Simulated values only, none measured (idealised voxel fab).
Process module in this document: voxel trench capacitor
Pictured: cross-section cut, 225 nm wide, on a grid of 5 nm square cells.
Cross-section = grid of square cells, listed top down in bands; band = one or more rows. First you get the band's top height and its bottom height, in nm, and then the materials it's made of, left to right, with each width in nm. If you see a single material with "throughout", that one covers the band edge to edge. "air" is empty space. Note: height 0 marks the level under which the wafer is uniformly one material as received. Lowest band unbounded below, written "0 and below". Quick explanation for "30->40": the width changes in equal steps down the rows of cells, from the first number in the band's top row to the second number in its bottom row. A step reported as "nothing changed" is a step in which no cell of the cross-section changed. In "Voids, fully enclosed" the enclosed voids are listed, meaning empty spaces of 8 cells or larger without any opening to the top. The form is width x height at distance, distance from the left edge, units nm. Read whatever lies past the settings on a step's line as the simulator's own remark about the step. When a step includes a mask, the "overlay nm" setting on its line states how far to the right of its planned place that mask lay, and negative values state how far to the left.
**Listed below are the process steps as planned**
| 1 | RECEIVE,material Si |
| 2 | CONFORMAL_DEP,material SiN,thk nm 10 |
| 3 | DIRECTIONAL_DEP,material aC,thk nm 15 |
| 4 | PATTERN,tone open,mask id TRENCH,material resist,width nm 25,pitch nm 50,thk nm 30,overlay nm 0 |
| 5 | DIRECTIONAL_ETCH,etch materials aC,depth nm 15 |
| 6 | STRIP,etch materials resist |
| 7 | DIRECTIONAL_ETCH,etch materials SiN,depth nm 10 |
| 8 | DIRECTIONAL_ETCH,etch materials Si,depth nm 25 |
| 9 | STRIP,etch materials aC |
| 10 | CONFORMAL_DEP,material HfO2,thk nm 5 |
| 11 | CONFORMAL_DEP,material TiN,thk nm 5 |
| 12 | FILL_DEP,material W,thk nm 5 |
| 13 | CMP,height nm 10 |
**Cross-section of the incoming wafer, state after step 1**
- 0 and below: Si throughout
- Voids, fully enclosed: none
**The cross-section shown corresponds to the wafer at the conclusion of the module. The initial structure and the process plan are those presented above; however, one mistake occurred in executing the plan**
- 10 down to 0: SiN (15), then HfO2 (5), then TiN (5), then W (5), then TiN (5), then HfO2 (5), then SiN (25), then HfO2 (5), then TiN (5), then W (5), then TiN (5), then HfO2 (5), then SiN (25), then HfO2 (5), then TiN (5), then W (5), then TiN (5), then HfO2 (5), then SiN (25), then HfO2 (5), then TiN (5), then W (5), then TiN (5), then HfO2 (5), then SiN (35)
- 0 down to -15: Si (15), then HfO2 (5), then TiN (5), then W (5), then TiN (5), then HfO2 (5), then Si (25), then HfO2 (5), then TiN (5), then W (5), then TiN (5), then HfO2 (5), then Si (25), then HfO2 (5), then TiN (5), then W (5), then TiN (5), then HfO2 (5), then Si (25), then HfO2 (5), then TiN (5), then W (5), then TiN (5), then HfO2 (5), then Si (35)
- -15 down to -20: Si (15), then HfO2 (5), then TiN (15), then HfO2 (5), then Si (25), then HfO2 (5), then TiN (15), then HfO2 (5), then Si (25), then HfO2 (5), then TiN (15), then HfO2 (5), then Si (25), then HfO2 (5), then TiN (15), then HfO2 (5), then Si (35)
- -20 down to -25: Si (15), then HfO2 (25), then Si (25), then HfO2 (25), then Si (25), then HfO2 (25), then Si (25), then HfO2 (25), then Si (35)
- -25 and below: Si throughout
- Voids, fully enclosed: none
Against the plan, the run slipped here: the process deviated at step 4: the operation and settings actually run there were PATTERN,tone open,mask id TRENCH,material resist,width nm 25,pitch nm 50,thk nm 30,overlay nm -10
